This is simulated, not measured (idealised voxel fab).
Process module heading - voxel wiring stack
Xsec cut, 270 nm wide, square cell size 5 nm.
When this document writes out a cross-section, it uses a grid of square cells and lists it as bands, beginning at the top and moving down, with a band standing for one or more rows of cells.
First you get the band's top height and its bottom height, in nm, and then the materials it's made of, left to right, with each width in nm. If you see a single material with "everywhere", that one covers the band edge to edge. "air" is empty space.
For the purposes of this specification, 0 denotes the height below which the wafer in its as-received condition is composed wholly of one material, and the lowermost band, lacking a lower limit, extends downward without end, as expressed in "top 0, no bottom".
So if you see something like "30->40" for the width, read it as the top row of the band sitting at the first number and the bottom row at the second, with every row in between moving by the same amount as the last.
It should be understood that the words "no alteration", when stated for a given step, signify that the cross-section underwent no change in any of its cells during that step.
Entry "Enclosed void catalog". Content: empty spaces with no open connection to the top, size 8 cells or greater. Each: width x height at distance. Distance: from left edge. Unit: nm.
What comes after the settings on a step's line is commentary from the simulator itself on that step.
The setting "overlay nm" may be written on the line of a step. When the step uses a mask, the value reports how far to the right of the planned place the mask lay, and a negative value reports that it lay to the left.
# Here's what the planned process steps look like
1,RECEIVE, material Si
2,CONFORMAL_DEP, material SiO2, thk nm 15
3,CONFORMAL_DEP, material SiCN, thk nm 5
4,DIRECTIONAL_DEP, material SiO2, thk nm 20
5,PATTERN, tone open, mask id METAL_1, material resist, width nm 25, pitch nm 45, thk nm 20, overlay nm 0
6,DIRECTIONAL_ETCH, etch materials SiO2, depth nm 20
7,DIRECTIONAL_ETCH, etch materials SiCN, depth nm 5
8,STRIP, etch materials resist
9,CONFORMAL_DEP, material TiN, thk nm 5
10,FILL_DEP, material Ru, thk nm 5
11,CMP, height nm 40
12,CONFORMAL_DEP, material SiCN, thk nm 5
13,DIRECTIONAL_DEP, material SiO2, thk nm 10
14,PATTERN, tone open, mask id PLUG_1, material resist, width nm 15, pitch nm 45, thk nm 20, overlay nm 0
15,DIRECTIONAL_ETCH, etch materials SiO2, depth nm 10
16,DIRECTIONAL_ETCH, etch materials SiCN, depth nm 5
17,STRIP, etch materials resist
18,EPI, material Ru, thk nm 10
19,EPI, material Ru, thk nm 5
20,CONFORMAL_DEP, material SiN, thk nm 5
21,DIRECTIONAL_DEP, material lowk, thk nm 20
22,PATTERN, tone open, mask id METAL_2, material resist, width nm 25, pitch nm 45, thk nm 20, overlay nm -15
23,DIRECTIONAL_ETCH, etch materials lowk, depth nm 20
24,DIRECTIONAL_ETCH, etch materials SiN, depth nm 5
25,STRIP, etch materials resist
26,CONFORMAL_DEP, material TiN, thk nm 5
27,FILL_DEP, material Cu, thk nm 5
28,CMP, height nm 80
29,CONFORMAL_DEP, material SiCN, thk nm 5
30,DIRECTIONAL_DEP, material lowk, thk nm 30
31,MASKED_ETCH, tone open, mask id METAL_3_HOLES, width nm 15, pitch nm 90, etch materials lowk, depth nm 30, overlay nm 0
32,DIRECTIONAL_DEP, material aC, thk nm 10
33,PATTERN, tone open, mask id METAL_3, material resist, width nm 25, pitch nm 45, thk nm 25, overlay nm 0
34,DIRECTIONAL_ETCH, etch materials aC, depth nm 10
35,STRIP, etch materials resist
36,DIRECTIONAL_ETCH, etch materials lowk, depth nm 15
37,DIRECTIONAL_ETCH, etch materials SiCN, depth nm 5
38,STRIP, etch materials aC
39,CONFORMAL_DEP, material TiN, thk nm 5
40,FILL_DEP, material Cu, thk nm 10
41,CMP, height nm 115
42,CONFORMAL_DEP, material SiN, thk nm 5
The wafers in this document start out alike and differ in the overlay nm applied at step 22; the plan shows the value used for the first wafer.
# Received condition of the first of several wafers, sectioned: post-step 1
top 0, no bottom: Si everywhere
Enclosed void catalog: none
# Once step 42, the last step, is complete, the module is at its end; this is the cross-section of the first of several wafers
top 120, bottom 115: SiN everywhere
top 115, bottom 105: lowk=55 / TiN=5 / Cu=15 / TiN=5 / lowk=20 / TiN=5 / Cu=15 / TiN=5 / lowk=20 / TiN=5 / Cu=15 / TiN=5 / lowk=20 / TiN=5 / Cu=15 / TiN=5 / lowk=55
top 105, bottom 100: lowk=55 / TiN=5 / Cu=5 / TiN=15 / lowk=20 / TiN=25 / lowk=20 / TiN=5 / Cu=5 / TiN=15 / lowk=20 / TiN=25 / lowk=55
top 100, bottom 85: lowk=55 / TiN=5 / Cu=5 / TiN=5 / lowk=75 / TiN=5 / Cu=5 / TiN=5 / lowk=110
top 85, bottom 80: SiCN=55 / TiN=15 / SiCN=75 / TiN=15 / SiCN=110
top 80, bottom 60: lowk=40 / TiN=5 / Cu=15 / TiN=5 / lowk=20 / TiN=5 / Cu=15 / TiN=5 / lowk=20 / TiN=5 / Cu=15 / TiN=5 / lowk=20 / TiN=5 / Cu=15 / TiN=5 / lowk=70
top 60, bottom 55: SiN=40 / TiN=25 / SiN=20 / TiN=25 / SiN=20 / TiN=25 / SiN=20 / TiN=25 / SiN=70
top 55, bottom 45: SiO2=55 / Ru=15 / SiO2=30 / Ru=15 / SiO2=30 / Ru=15 / SiO2=30 / Ru=15 / SiO2=65
top 45, bottom 40: SiCN=55 / Ru=15 / SiCN=30 / Ru=15 / SiCN=30 / Ru=15 / SiCN=30 / Ru=15 / SiCN=65
top 40, bottom 20: SiO2=55 / TiN=5 / Ru=15 / TiN=5 / SiO2=20 / TiN=5 / Ru=15 / TiN=5 / SiO2=20 / TiN=5 / Ru=15 / TiN=5 / SiO2=20 / TiN=5 / Ru=15 / TiN=5 / SiO2=55
top 20, bottom 15: SiCN=55 / TiN=25 / SiCN=20 / TiN=25 / SiCN=20 / TiN=25 / SiCN=20 / TiN=25 / SiCN=55
top 15, bottom 0: SiO2 everywhere
top 0, no bottom: Si everywhere
Enclosed void catalog: none
# Here we cross-sectioned the last of the wafers once the module was done
top 120, bottom 115: SiN everywhere
top 115, bottom 105: lowk=55 / TiN=5 / Cu=15 / TiN=5 / lowk=20 / TiN=5 / Cu=15 / TiN=5 / lowk=20 / TiN=5 / Cu=15 / TiN=5 / lowk=20 / TiN=5 / Cu=15 / TiN=5 / lowk=55
top 105, bottom 100: lowk=55 / TiN=5 / Cu=5 / TiN=15 / lowk=20 / TiN=25 / lowk=20 / TiN=5 / Cu=5 / TiN=15 / lowk=20 / TiN=25 / lowk=55
top 100, bottom 85: lowk=55 / TiN=5 / Cu=5 / TiN=5 / lowk=75 / TiN=5 / Cu=5 / TiN=5 / lowk=110
top 85, bottom 80: SiCN=55 / TiN=15 / SiCN=75 / TiN=15 / SiCN=110
top 80, bottom 60: lowk=70 / TiN=5 / Cu=15 / TiN=5 / lowk=20 / TiN=5 / Cu=15 / TiN=5 / lowk=20 / TiN=5 / Cu=15 / TiN=5 / lowk=20 / TiN=5 / Cu=15 / TiN=5 / lowk=40
top 60, bottom 55: SiN=70 / TiN=25 / SiN=20 / TiN=25 / SiN=20 / TiN=25 / SiN=20 / TiN=25 / SiN=40
top 55, bottom 45: SiO2=55 / Ru=15 / SiO2=30 / Ru=15 / SiO2=30 / Ru=15 / SiO2=30 / Ru=15 / SiO2=65
top 45, bottom 40: SiCN=55 / Ru=15 / SiCN=30 / Ru=15 / SiCN=30 / Ru=15 / SiCN=30 / Ru=15 / SiCN=65
top 40, bottom 20: SiO2=55 / TiN=5 / Ru=15 / TiN=5 / SiO2=20 / TiN=5 / Ru=15 / TiN=5 / SiO2=20 / TiN=5 / Ru=15 / TiN=5 / SiO2=20 / TiN=5 / Ru=15 / TiN=5 / SiO2=55
top 20, bottom 15: SiCN=55 / TiN=25 / SiCN=20 / TiN=25 / SiCN=20 / TiN=25 / SiCN=20 / TiN=25 / SiCN=55
top 15, bottom 0: SiO2 everywhere
top 0, no bottom: Si everywhere
Enclosed void catalog: none
# The table below has one row for each wafer; a row shows, as of the end of the module, how many cells of each material the wafer has gained, marked (+), or lost, marked (-), since it was received, and then the wafer's closed voids
overlay nm -15 | +80 Cu | +84 Ru | +124 SiCN | +88 SiN | +382 SiO2 | +156 TiN | +382 lowk | Enclosed void catalog: none
overlay nm -10 | +80 Cu | +84 Ru | +124 SiCN | +88 SiN | +382 SiO2 | +156 TiN | +382 lowk | Enclosed void catalog: none
overlay nm -5 | +80 Cu | +84 Ru | +124 SiCN | +88 SiN | +382 SiO2 | +156 TiN | +382 lowk | Enclosed void catalog: none
overlay nm 0 | +80 Cu | +84 Ru | +124 SiCN | +88 SiN | +382 SiO2 | +156 TiN | +382 lowk | Enclosed void catalog: none
overlay nm 5 | +80 Cu | +84 Ru | +124 SiCN | +88 SiN | +382 SiO2 | +156 TiN | +382 lowk | Enclosed void catalog: none
overlay nm 10 | +80 Cu | +84 Ru | +124 SiCN | +88 SiN | +382 SiO2 | +156 TiN | +382 lowk | Enclosed void catalog: none
overlay nm 15 | +80 Cu | +84 Ru | +124 SiCN | +88 SiN | +382 SiO2 | +156 TiN | +382 lowk | Enclosed void catalog: none
